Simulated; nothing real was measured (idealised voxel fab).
Proc. module: voxel plated lines
Xsec cut, 240 nm wide, square cell size 5 nm.
Cross-section spec: square-cell grid; bands listed top down; each band is one or more rows. Each band's line starts with the height of the band's top and of its bottom, in nm. Then come its materials from left to right, each with its width in nm. One material with "throughout" fills the band from edge to edge. "blank" is empty space. Below 0: as-received wafer, all one material; heights counted from there. Lowest band: no bottom, goes on down, written "z 0 and below". Per-row width for "30 to 40": begins at first number (top row of band), ends at second number (bottom row), increment between rows held constant. Where a step carries "identical to before", the cross-section came out of it unchanged, cell for cell. "Closed cavity list" contains a list of empty spaces, each no smaller than 8 cells and without an open way to the top, written in the form width x height at distance with the distance from the left edge and all three in nm. Where a step's line continues beyond its settings, the continuation is a remark by the simulator itself on that step. "overlay nm" on a masked step: distance the mask lay right of its planned place, negative for left.

-- Intended process steps
1,RECEIVE with material Si
2,CONFORMAL_DEP with material Al2O3, thk nm 5
3,DIRECTIONAL_DEP with material TiN, thk nm 5
4,PATTERN with tone open, mask id LINES, material resist, width nm 20, pitch nm 50, thk nm 40, overlay nm 0
5,EPI with material Ru, thk nm 10
6,EPI with material Ru, thk nm 10
7,EPI with material Ru, thk nm 5
8,STRIP with etch materials resist
9,DIRECTIONAL_ETCH with etch materials TiN, depth nm 5
10,CONFORMAL_DEP with material SiO2, thk nm 10

-- First of two wafers: run as planned

-- Cross-sectional view of the wafer in its as-received condition, corresponding to the state after step 1
z 0 and below = Si throughout
Closed cavity list: none

-- Cross-section of the wafer subsequent to step 2
z 5 to 0 = Al2O3 throughout
Under 0: no change, same as before.

-- Cross-section of the wafer subsequent to step 3
z 10 to 5 = TiN throughout
Under 5: no change, same as before.

-- Cross-section of the wafer subsequent to step 4
z 50 to 10 = 35 nm resist, then 20 nm blank, then 30 nm resist, then 20 nm blank, then 30 nm resist, then 20 nm blank, then 30 nm resist, then 20 nm blank, then 35 nm resist
Under 10: no change, same as before.

-- Cross-section of the wafer subsequent to step 5
z 50 to 20 = 35 nm resist, then 20 nm blank, then 30 nm resist, then 20 nm blank, then 30 nm resist, then 20 nm blank, then 30 nm resist, then 20 nm blank, then 35 nm resist
z 20 to 10 = 35 nm resist, then 20 nm Ru, then 30 nm resist, then 20 nm Ru, then 30 nm resist, then 20 nm Ru, then 30 nm resist, then 20 nm Ru, then 35 nm resist
Under 10: no change, same as before.

-- Cross-section of the wafer subsequent to step 6
z 50 to 30 = 35 nm resist, then 20 nm blank, then 30 nm resist, then 20 nm blank, then 30 nm resist, then 20 nm blank, then 30 nm resist, then 20 nm blank, then 35 nm resist
z 30 to 10 = 35 nm resist, then 20 nm Ru, then 30 nm resist, then 20 nm Ru, then 30 nm resist, then 20 nm Ru, then 30 nm resist, then 20 nm Ru, then 35 nm resist
Under 10: no change, same as before.

-- Cross-section of the wafer subsequent to step 7
z 50 to 35 = 35 nm resist, then 20 nm blank, then 30 nm resist, then 20 nm blank, then 30 nm resist, then 20 nm blank, then 30 nm resist, then 20 nm blank, then 35 nm resist
z 35 to 10 = 35 nm resist, then 20 nm Ru, then 30 nm resist, then 20 nm Ru, then 30 nm resist, then 20 nm Ru, then 30 nm resist, then 20 nm Ru, then 35 nm resist
Under 10: no change, same as before.

-- Cross-section of the wafer subsequent to step 8
z 35 to 10 = 35 nm blank, then 20 nm Ru, then 30 nm blank, then 20 nm Ru, then 30 nm blank, then 20 nm Ru, then 30 nm blank, then 20 nm Ru, then 35 nm blank
Under 10: no change, same as before.

-- Cross-section of the wafer subsequent to step 9
z 35 to 10 = 35 nm blank, then 20 nm Ru, then 30 nm blank, then 20 nm Ru, then 30 nm blank, then 20 nm Ru, then 30 nm blank, then 20 nm Ru, then 35 nm blank
z 10 to 5 = 35 nm blank, then 20 nm TiN, then 30 nm blank, then 20 nm TiN, then 30 nm blank, then 20 nm TiN, then 30 nm blank, then 20 nm TiN, then 35 nm blank
Under 5: no change, same as before.

-- Cross-section of the wafer subsequent to step 10
z 45 to 35 = 25 nm blank, then 40 nm SiO2, then 10 nm blank, then 40 nm SiO2, then 10 nm blank, then 40 nm SiO2, then 10 nm blank, then 40 nm SiO2, then 25 nm blank
z 35 to 15 = 25 nm blank, then 10 nm SiO2, then 20 nm Ru, then 10 nm SiO2, then 10 nm blank, then 10 nm SiO2, then 20 nm Ru, then 10 nm SiO2, then 10 nm blank, then 10 nm SiO2, then 20 nm Ru, then 10 nm SiO2, then 10 nm blank, then 10 nm SiO2, then 20 nm Ru, then 10 nm SiO2, then 25 nm blank
z 15 to 10 = 35 nm SiO2, then 20 nm Ru, then 30 nm SiO2, then 20 nm Ru, then 30 nm SiO2, then 20 nm Ru, then 30 nm SiO2, then 20 nm Ru, then 35 nm SiO2
z 10 to 5 = 35 nm SiO2, then 20 nm TiN, then 30 nm SiO2, then 20 nm TiN, then 30 nm SiO2, then 20 nm TiN, then 30 nm SiO2, then 20 nm TiN, then 35 nm SiO2
Under 5: no change, same as before.

-- For the second wafer, take the first wafer's start and plan, then add one mistake made in running it; everything through step 3, that step included, is shared with the first

-- Cross-section of the second wafer corresponding to the planned conclusion of step 4
z 50 to 10 = 40 nm resist, then 15 nm blank, then 35 nm resist, then 15 nm blank, then 35 nm resist, then 15 nm blank, then 35 nm resist, then 15 nm blank, then 35 nm resist
Under 10: no change, same as before.

-- Cross-section of the second wafer corresponding to the planned conclusion of step 5
z 50 to 20 = 40 nm resist, then 15 nm blank, then 35 nm resist, then 15 nm blank, then 35 nm resist, then 15 nm blank, then 35 nm resist, then 15 nm blank, then 35 nm resist
z 20 to 10 = 40 nm resist, then 15 nm Ru, then 35 nm resist, then 15 nm Ru, then 35 nm resist, then 15 nm Ru, then 35 nm resist, then 15 nm Ru, then 35 nm resist
Under 10: no change, same as before.

-- Cross-section of the second wafer corresponding to the planned conclusion of step 6
z 50 to 30 = 40 nm resist, then 15 nm blank, then 35 nm resist, then 15 nm blank, then 35 nm resist, then 15 nm blank, then 35 nm resist, then 15 nm blank, then 35 nm resist
z 30 to 10 = 40 nm resist, then 15 nm Ru, then 35 nm resist, then 15 nm Ru, then 35 nm resist, then 15 nm Ru, then 35 nm resist, then 15 nm Ru, then 35 nm resist
Under 10: no change, same as before.

-- Cross-section of the second wafer corresponding to the planned conclusion of step 7
z 50 to 35 = 40 nm resist, then 15 nm blank, then 35 nm resist, then 15 nm blank, then 35 nm resist, then 15 nm blank, then 35 nm resist, then 15 nm blank, then 35 nm resist
z 35 to 10 = 40 nm resist, then 15 nm Ru, then 35 nm resist, then 15 nm Ru, then 35 nm resist, then 15 nm Ru, then 35 nm resist, then 15 nm Ru, then 35 nm resist
Under 10: no change, same as before.

-- Cross-section of the second wafer corresponding to the planned conclusion of step 8
z 35 to 10 = 40 nm blank, then 15 nm Ru, then 35 nm blank, then 15 nm Ru, then 35 nm blank, then 15 nm Ru, then 35 nm blank, then 15 nm Ru, then 35 nm blank
Under 10: no change, same as before.

-- Cross-section of the second wafer corresponding to the planned conclusion of step 9
z 35 to 10 = 40 nm blank, then 15 nm Ru, then 35 nm blank, then 15 nm Ru, then 35 nm blank, then 15 nm Ru, then 35 nm blank, then 15 nm Ru, then 35 nm blank
z 10 to 5 = 40 nm blank, then 15 nm TiN, then 35 nm blank, then 15 nm TiN, then 35 nm blank, then 15 nm TiN, then 35 nm blank, then 15 nm TiN, then 35 nm blank
Under 5: no change, same as before.

-- Cross-section of the second wafer corresponding to the planned conclusion of step 10
z 45 to 35 = 30 nm blank, then 35 nm SiO2, then 15 nm blank, then 35 nm SiO2, then 15 nm blank, then 35 nm SiO2, then 15 nm blank, then 35 nm SiO2, then 25 nm blank
z 35 to 15 = 30 nm blank, then 10 nm SiO2, then 15 nm Ru, then 10 nm SiO2, then 15 nm blank, then 10 nm SiO2, then 15 nm Ru, then 10 nm SiO2, then 15 nm blank, then 10 nm SiO2, then 15 nm Ru, then 10 nm SiO2, then 15 nm blank, then 10 nm SiO2, then 15 nm Ru, then 10 nm SiO2, then 25 nm blank
z 15 to 10 = 40 nm SiO2, then 15 nm Ru, then 35 nm SiO2, then 15 nm Ru, then 35 nm SiO2, then 15 nm Ru, then 35 nm SiO2, then 15 nm Ru, then 35 nm SiO2
z 10 to 5 = 40 nm SiO2, then 15 nm TiN, then 35 nm SiO2, then 15 nm TiN, then 35 nm SiO2, then 15 nm TiN, then 35 nm SiO2, then 15 nm TiN, then 35 nm SiO2
Under 5: no change, same as before.
Finding, execution versus plan: note that step 4 departed from the planned setting and was carried out as PATTERN with tone open, mask id LINES, material resist, width nm 15, pitch nm 50, thk nm 40, overlay nm 0
At the finish, the second wafer shows more or fewer cells for some materials than the first does: Ru: 20 fewer, TiN: 4 fewer
